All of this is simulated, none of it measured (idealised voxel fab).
Process module, titled voxel wiring stack
The figure presents cross-section cut, which has a width of 240 nm and is divided into square cells with an edge length of 5 nm.
Square cells in a grid make up a cross-section in this document, and the grid is given as bands, listed from the top down, each one or more rows of cells. For a band, the entry starts with two heights in nm, that of the top and then that of the bottom, and carries on with the band's materials in order from left to right, each alongside its width in nm; the word "all across" beside a single material means it fills the band edge to edge, and "air" means empty space. Heights are reckoned from 0. Under this level, the received wafer is all of one material. The bottommost band is open-ended downward, for example "0 down". You'd read "30..40" like this: the band's top row of cells is as wide as the first number, its bottom row is as wide as the second, and going down, every row changes width by the same amount as the row before did. "stayed the same" means the step left every cell of the cross-section as it was. "Enclosed internal voids" enumerates empty spaces isolated from the top, with no open way to it, that contain at least 8 cells, giving each as width x height at distance from the left edge, all three in nm. If you see something after the settings on a step's line, that's the simulator's own remark about that step. The setting "overlay nm" may be written on the line of a step. When the step uses a mask, the value reports how far to the right of the planned place the mask lay, and a negative value reports that it lay to the left.

The planned process steps are enumerated hereunder
1. RECEIVE,material Si
2. CONFORMAL_DEP,material SiO2,thk nm 10
3. CONFORMAL_DEP,material SiN,thk nm 5
4. DIRECTIONAL_DEP,material lowk,thk nm 15
5. DIRECTIONAL_DEP,material aC,thk nm 15
6. PATTERN,tone open,mask id METAL_1,material resist,width nm 30,pitch nm 45,thk nm 35,overlay nm 0
7. DIRECTIONAL_ETCH,etch materials aC,depth nm 15
8. STRIP,etch materials resist
9. DIRECTIONAL_ETCH,etch materials lowk,depth nm 15
10. DIRECTIONAL_ETCH,etch materials SiN,depth nm 5
11. STRIP,etch materials aC
12. CONFORMAL_DEP,material TiN,thk nm 5
13. FILL_DEP,material W,thk nm 10
14. CMP,height nm 30
15. EPI,material Ru,thk nm 5
16. FILL_DEP,material SiCN,thk nm 5
17. DIRECTIONAL_DEP,material SiO2,thk nm 10
18. DIRECTIONAL_DEP,material aC,thk nm 15
19. PATTERN,tone open,mask id PLUG_1,material resist,width nm 15,pitch nm 45,thk nm 30,overlay nm 0
20. DIRECTIONAL_ETCH,etch materials aC,depth nm 15
21. STRIP,etch materials resist
22. DIRECTIONAL_ETCH,etch materials SiO2,depth nm 10
23. DIRECTIONAL_ETCH,etch materials SiCN,depth nm 5
24. STRIP,etch materials aC
25. EPI,material Ru,thk nm 10
26. EPI,material Ru,thk nm 5
27. CONFORMAL_DEP,material SiN,thk nm 5
28. DIRECTIONAL_DEP,material lowk,thk nm 25
29. DIRECTIONAL_DEP,material aC,thk nm 10
30. PATTERN,tone open,mask id METAL_2,material resist,width nm 30,pitch nm 45,thk nm 25,overlay nm 0
31. DIRECTIONAL_ETCH,etch materials aC,depth nm 10
32. STRIP,etch materials resist
33. DIRECTIONAL_ETCH,etch materials lowk,depth nm 25
34. DIRECTIONAL_ETCH,etch materials SiN,depth nm 5
35. STRIP,etch materials aC
36. CONFORMAL_DEP,material TiN,thk nm 5
37. FILL_DEP,material W,thk nm 10
38. CMP,height nm 80
39. CONFORMAL_DEP,material SiCN,thk nm 5

The following pertains to the first of two wafers, which was processed as planned

Cross-section, incoming material, after step 1
* 0 down: Si all across
* Enclosed internal voids: none

Once step 2 is through, the wafer looks like this in cross-section
* 10 to 0: SiO2 all across
* Everything under 0 stays put, no change at all.

Once step 3 is through, the wafer looks like this in cross-section
* 15 to 10: SiN all across
* Everything under 10 stays put, no change at all.

Once step 4 is through, the wafer looks like this in cross-section
* 30 to 15: lowk all across
* Everything under 15 stays put, no change at all.

Once step 5 is through, the wafer looks like this in cross-section
* 45 to 30: aC all across
* Everything under 30 stays put, no change at all.

Once step 6 is through, the wafer looks like this in cross-section
* 80 to 45: resist (80), then air (30), then resist (15), then air (30), then resist (85)
* Everything under 45 stays put, no change at all.

Once step 7 is through, the wafer looks like this in cross-section
* 65 to 45: resist (80), then air (30), then resist (15), then air (30), then resist (85)
* 45 to 30: aC (80), then air (30), then aC (15), then air (30), then aC (85)
* Everything under 30 stays put, no change at all.

Once step 8 is through, the wafer looks like this in cross-section
* 45 to 30: aC (80), then air (30), then aC (15), then air (30), then aC (85)
* Everything under 30 stays put, no change at all.

Once step 9 is through, the wafer looks like this in cross-section
* 45 to 30: aC (80), then air (30), then aC (15), then air (30), then aC (85)
* 30 to 15: lowk (80), then air (30), then lowk (15), then air (30), then lowk (85)
* Everything under 15 stays put, no change at all.

Once step 10 is through, the wafer looks like this in cross-section
* 45 to 30: aC (80), then air (30), then aC (15), then air (30), then aC (85)
* 30 to 15: lowk (80), then air (30), then lowk (15), then air (30), then lowk (85)
* 15 to 10: SiN (80), then air (30), then SiN (15), then air (30), then SiN (85)
* Everything under 10 stays put, no change at all.

Once step 11 is through, the wafer looks like this in cross-section
* 30 to 15: lowk (80), then air (30), then lowk (15), then air (30), then lowk (85)
* Everything under 15 stays put, no change at all.

Once step 12 is through, the wafer looks like this in cross-section
* 35 to 30: TiN (85), then air (20), then TiN (25), then air (20), then TiN (90)
* 30 to 15: lowk (80), then TiN (5), then air (20), then TiN (5), then lowk (15), then TiN (5), then air (20), then TiN (5), then lowk (85)
* 15 to 10: SiN (80), then TiN (30), then SiN (15), then TiN (30), then SiN (85)
* Everything under 10 stays put, no change at all.

Once step 13 is through, the wafer looks like this in cross-section
* 45 to 35: W all across
* 35 to 30: TiN (85), then W (20), then TiN (25), then W (20), then TiN (90)
* 30 to 15: lowk (80), then TiN (5), then W (20), then TiN (5), then lowk (15), then TiN (5), then W (20), then TiN (5), then lowk (85)
* Everything under 15 stays put, no change at all.

Once step 14 is through, the wafer looks like this in cross-section
* 30 to 15: lowk (80), then TiN (5), then W (20), then TiN (5), then lowk (15), then TiN (5), then W (20), then TiN (5), then lowk (85)
* Everything under 15 stays put, no change at all.

Once step 15 is through, the wafer looks like this in cross-section
* 35 to 30: air (75), then Ru (40), then air (5), then Ru (40), then air (80)
* Everything under 30 stays put, no change at all.

Once step 16 is through, the wafer looks like this in cross-section
* 40 to 35: SiCN all across
* 35 to 30: SiCN (75), then Ru (40), then SiCN (5), then Ru (40), then SiCN (80)
* Everything under 30 stays put, no change at all.

Once step 17 is through, the wafer looks like this in cross-section
* 50 to 40: SiO2 all across
* Everything under 40 stays put, no change at all.

Once step 18 is through, the wafer looks like this in cross-section
* 65 to 50: aC all across
* Everything under 50 stays put, no change at all.

Once step 19 is through, the wafer looks like this in cross-section
* 95 to 65: resist (80), then air (15), then resist (30), then air (15), then resist (100)
* Everything under 65 stays put, no change at all.

Once step 20 is through, the wafer looks like this in cross-section
* 80 to 65: resist (80), then air (15), then resist (30), then air (15), then resist (100)
* 65 to 50: aC (80), then air (15), then aC (30), then air (15), then aC (100)
* Everything under 50 stays put, no change at all.

Once step 21 is through, the wafer looks like this in cross-section
* 65 to 50: aC (80), then air (15), then aC (30), then air (15), then aC (100)
* Everything under 50 stays put, no change at all.

Once step 22 is through, the wafer looks like this in cross-section
* 65 to 50: aC (80), then air (15), then aC (30), then air (15), then aC (100)
* 50 to 40: SiO2 (80), then air (15), then SiO2 (30), then air (15), then SiO2 (100)
* Everything under 40 stays put, no change at all.

Once step 23 is through, the wafer looks like this in cross-section
* 65 to 50: aC (80), then air (15), then aC (30), then air (15), then aC (100)
* 50 to 40: SiO2 (80), then air (15), then SiO2 (30), then air (15), then SiO2 (100)
* 40 to 35: SiCN (80), then air (15), then SiCN (30), then air (15), then SiCN (100)
* Everything under 35 stays put, no change at all.

Once step 24 is through, the wafer looks like this in cross-section
* 50 to 40: SiO2 (80), then air (15), then SiO2 (30), then air (15), then SiO2 (100)
* Everything under 40 stays put, no change at all.

Once step 25 is through, the wafer looks like this in cross-section
* 50 to 45: SiO2 (80), then air (15), then SiO2 (30), then air (15), then SiO2 (100)
* 45 to 40: SiO2 (80), then Ru (15), then SiO2 (30), then Ru (15), then SiO2 (100)
* 40 to 30: SiCN (80..75), then Ru (15..40), then SiCN (30..5), then Ru (15..40), then SiCN (100..80)
* Everything under 30 stays put, no change at all.

Once step 26 is through, the wafer looks like this in cross-section
* 50 to 40: SiO2 (80), then Ru (15), then SiO2 (30), then Ru (15), then SiO2 (100)
* Everything under 40 stays put, no change at all.

Once step 27 is through, the wafer looks like this in cross-section
* 55 to 50: SiN all across
* Everything under 50 stays put, no change at all.

Once step 28 is through, the wafer looks like this in cross-section
* 80 to 55: lowk all across
* Everything under 55 stays put, no change at all.

Once step 29 is through, the wafer looks like this in cross-section
* 90 to 80: aC all across
* Everything under 80 stays put, no change at all.

Once step 30 is through, the wafer looks like this in cross-section
* 115 to 90: resist (80), then air (30), then resist (15), then air (30), then resist (85)
* Everything under 90 stays put, no change at all.

Once step 31 is through, the wafer looks like this in cross-section
* 105 to 90: resist (80), then air (30), then resist (15), then air (30), then resist (85)
* 90 to 80: aC (80), then air (30), then aC (15), then air (30), then aC (85)
* Everything under 80 stays put, no change at all.

Once step 32 is through, the wafer looks like this in cross-section
* 90 to 80: aC (80), then air (30), then aC (15), then air (30), then aC (85)
* Everything under 80 stays put, no change at all.

Once step 33 is through, the wafer looks like this in cross-section
* 90 to 80: aC (80), then air (30), then aC (15), then air (30), then aC (85)
* 80 to 55: lowk (80), then air (30), then lowk (15), then air (30), then lowk (85)
* Everything under 55 stays put, no change at all.

Once step 34 is through, the wafer looks like this in cross-section
* 90 to 80: aC (80), then air (30), then aC (15), then air (30), then aC (85)
* 80 to 55: lowk (80), then air (30), then lowk (15), then air (30), then lowk (85)
* 55 to 50: SiN (80), then air (30), then SiN (15), then air (30), then SiN (85)
* Everything under 50 stays put, no change at all.

Once step 35 is through, the wafer looks like this in cross-section
* 80 to 55: lowk (80), then air (30), then lowk (15), then air (30), then lowk (85)
* Everything under 55 stays put, no change at all.

Once step 36 is through, the wafer looks like this in cross-section
* 85 to 80: TiN (85), then air (20), then TiN (25), then air (20), then TiN (90)
* 80 to 55: lowk (80), then TiN (5), then air (20), then TiN (5), then lowk (15), then TiN (5), then air (20), then TiN (5), then lowk (85)
* 55 to 50: SiN (80), then TiN (30), then SiN (15), then TiN (30), then SiN (85)
* Everything under 50 stays put, no change at all.

Once step 37 is through, the wafer looks like this in cross-section
* 95 to 85: W all across
* 85 to 80: TiN (85), then W (20), then TiN (25), then W (20), then TiN (90)
* 80 to 55: lowk (80), then TiN (5), then W (20), then TiN (5), then lowk (15), then TiN (5), then W (20), then TiN (5), then lowk (85)
* Everything under 55 stays put, no change at all.

Once step 38 is through, the wafer looks like this in cross-section
* 80 to 55: lowk (80), then TiN (5), then W (20), then TiN (5), then lowk (15), then TiN (5), then W (20), then TiN (5), then lowk (85)
* Everything under 55 stays put, no change at all.

Once step 39 is through, the wafer looks like this in cross-section
* 85 to 80: SiCN all across
* Everything under 80 stays put, no change at all.

Second wafer, same starting conditions and recipe as the first, one mistake in executing it, nothing differs from the first up to and including step 3

Second wafer: cross-section at the scheduled end of step 4
* 30 to 15: TiN all across
* Everything under 15 stays put, no change at all.

Second wafer: cross-section at the scheduled end of step 5
* 45 to 30: aC all across
* Everything under 30 stays put, no change at all.

Second wafer: cross-section at the scheduled end of step 6
* 80 to 45: resist (80), then air (30), then resist (15), then air (30), then resist (85)
* Everything under 45 stays put, no change at all.

Second wafer: cross-section at the scheduled end of step 7
* 65 to 45: resist (80), then air (30), then resist (15), then air (30), then resist (85)
* 45 to 30: aC (80), then air (30), then aC (15), then air (30), then aC (85)
* Everything under 30 stays put, no change at all.

Second wafer: cross-section at the scheduled end of step 8
* 45 to 30: aC (80), then air (30), then aC (15), then air (30), then aC (85)
* Everything under 30 stays put, no change at all.

Second wafer: cross-section at the scheduled end of step 9: stayed the same

Second wafer: cross-section at the scheduled end of step 10: stayed the same

Second wafer: cross-section at the scheduled end of step 11
* 30 to 15: TiN all across
* Everything under 15 stays put, no change at all.

Second wafer: cross-section at the scheduled end of step 12
* 35 to 15: TiN all across
* Everything under 15 stays put, no change at all.

Second wafer: cross-section at the scheduled end of step 13
* 45 to 35: W all across
* Everything under 35 stays put, no change at all.

Second wafer: cross-section at the scheduled end of step 14
* 30 to 15: TiN all across
* Everything under 15 stays put, no change at all.

Second wafer: cross-section at the scheduled end of step 15
* 35 to 30: Ru all across
* Everything under 30 stays put, no change at all.

Second wafer: cross-section at the scheduled end of step 16
* 40 to 35: SiCN all across
* Everything under 35 stays put, no change at all.

Second wafer: cross-section at the scheduled end of step 17
* 50 to 40: SiO2 all across
* Everything under 40 stays put, no change at all.

Second wafer: cross-section at the scheduled end of step 18
* 65 to 50: aC all across
* Everything under 50 stays put, no change at all.

Second wafer: cross-section at the scheduled end of step 19
* 95 to 65: resist (80), then air (15), then resist (30), then air (15), then resist (100)
* Everything under 65 stays put, no change at all.

Second wafer: cross-section at the scheduled end of step 20
* 80 to 65: resist (80), then air (15), then resist (30), then air (15), then resist (100)
* 65 to 50: aC (80), then air (15), then aC (30), then air (15), then aC (100)
* Everything under 50 stays put, no change at all.

Second wafer: cross-section at the scheduled end of step 21
* 65 to 50: aC (80), then air (15), then aC (30), then air (15), then aC (100)
* Everything under 50 stays put, no change at all.

Second wafer: cross-section at the scheduled end of step 22
* 65 to 50: aC (80), then air (15), then aC (30), then air (15), then aC (100)
* 50 to 40: SiO2 (80), then air (15), then SiO2 (30), then air (15), then SiO2 (100)
* Everything under 40 stays put, no change at all.

Second wafer: cross-section at the scheduled end of step 23
* 65 to 50: aC (80), then air (15), then aC (30), then air (15), then aC (100)
* 50 to 40: SiO2 (80), then air (15), then SiO2 (30), then air (15), then SiO2 (100)
* 40 to 35: SiCN (80), then air (15), then SiCN (30), then air (15), then SiCN (100)
* Everything under 35 stays put, no change at all.

Second wafer: cross-section at the scheduled end of step 24
* 50 to 40: SiO2 (80), then air (15), then SiO2 (30), then air (15), then SiO2 (100)
* Everything under 40 stays put, no change at all.

Second wafer: cross-section at the scheduled end of step 25
* 50 to 45: SiO2 (80), then air (15), then SiO2 (30), then air (15), then SiO2 (100)
* 45 to 40: SiO2 (80), then Ru (15), then SiO2 (30), then Ru (15), then SiO2 (100)
* 40 to 35: SiCN (80), then Ru (15), then SiCN (30), then Ru (15), then SiCN (100)
* Everything under 35 stays put, no change at all.

Second wafer: cross-section at the scheduled end of step 26
* 50 to 40: SiO2 (80), then Ru (15), then SiO2 (30), then Ru (15), then SiO2 (100)
* Everything under 40 stays put, no change at all.

Second wafer: cross-section at the scheduled end of step 27
* 55 to 50: SiN all across
* Everything under 50 stays put, no change at all.

Second wafer: cross-section at the scheduled end of step 28
* 80 to 55: lowk all across
* Everything under 55 stays put, no change at all.

Second wafer: cross-section at the scheduled end of step 29
* 90 to 80: aC all across
* Everything under 80 stays put, no change at all.

Second wafer: cross-section at the scheduled end of step 30
* 115 to 90: resist (80), then air (30), then resist (15), then air (30), then resist (85)
* Everything under 90 stays put, no change at all.

Second wafer: cross-section at the scheduled end of step 31
* 105 to 90: resist (80), then air (30), then resist (15), then air (30), then resist (85)
* 90 to 80: aC (80), then air (30), then aC (15), then air (30), then aC (85)
* Everything under 80 stays put, no change at all.

Second wafer: cross-section at the scheduled end of step 32
* 90 to 80: aC (80), then air (30), then aC (15), then air (30), then aC (85)
* Everything under 80 stays put, no change at all.

Second wafer: cross-section at the scheduled end of step 33
* 90 to 80: aC (80), then air (30), then aC (15), then air (30), then aC (85)
* 80 to 55: lowk (80), then air (30), then lowk (15), then air (30), then lowk (85)
* Everything under 55 stays put, no change at all.

Second wafer: cross-section at the scheduled end of step 34
* 90 to 80: aC (80), then air (30), then aC (15), then air (30), then aC (85)
* 80 to 55: lowk (80), then air (30), then lowk (15), then air (30), then lowk (85)
* 55 to 50: SiN (80), then air (30), then SiN (15), then air (30), then SiN (85)
* Everything under 50 stays put, no change at all.

Second wafer: cross-section at the scheduled end of step 35
* 80 to 55: lowk (80), then air (30), then lowk (15), then air (30), then lowk (85)
* Everything under 55 stays put, no change at all.

Second wafer: cross-section at the scheduled end of step 36
* 85 to 80: TiN (85), then air (20), then TiN (25), then air (20), then TiN (90)
* 80 to 55: lowk (80), then TiN (5), then air (20), then TiN (5), then lowk (15), then TiN (5), then air (20), then TiN (5), then lowk (85)
* 55 to 50: SiN (80), then TiN (30), then SiN (15), then TiN (30), then SiN (85)
* Everything under 50 stays put, no change at all.

Second wafer: cross-section at the scheduled end of step 37
* 95 to 85: W all across
* 85 to 80: TiN (85), then W (20), then TiN (25), then W (20), then TiN (90)
* 80 to 55: lowk (80), then TiN (5), then W (20), then TiN (5), then lowk (15), then TiN (5), then W (20), then TiN (5), then lowk (85)
* Everything under 55 stays put, no change at all.

Second wafer: cross-section at the scheduled end of step 38
* 80 to 55: lowk (80), then TiN (5), then W (20), then TiN (5), then lowk (15), then TiN (5), then W (20), then TiN (5), then lowk (85)
* Everything under 55 stays put, no change at all.

Second wafer: cross-section at the scheduled end of step 39
* 85 to 80: SiCN all across
* Everything under 80 stays put, no change at all.
The mistake made against the process plan was this: it should be noted that step 4 was executed with settings other than those planned, the operation and settings actually applied being DIRECTIONAL_DEP,material TiN,thk nm 15
Final difference in cells, second wafer against first, listed per material as more or fewer: Ru +32 | SiCN -32 | SiN +12 | TiN +120 | W -24 | lowk -108
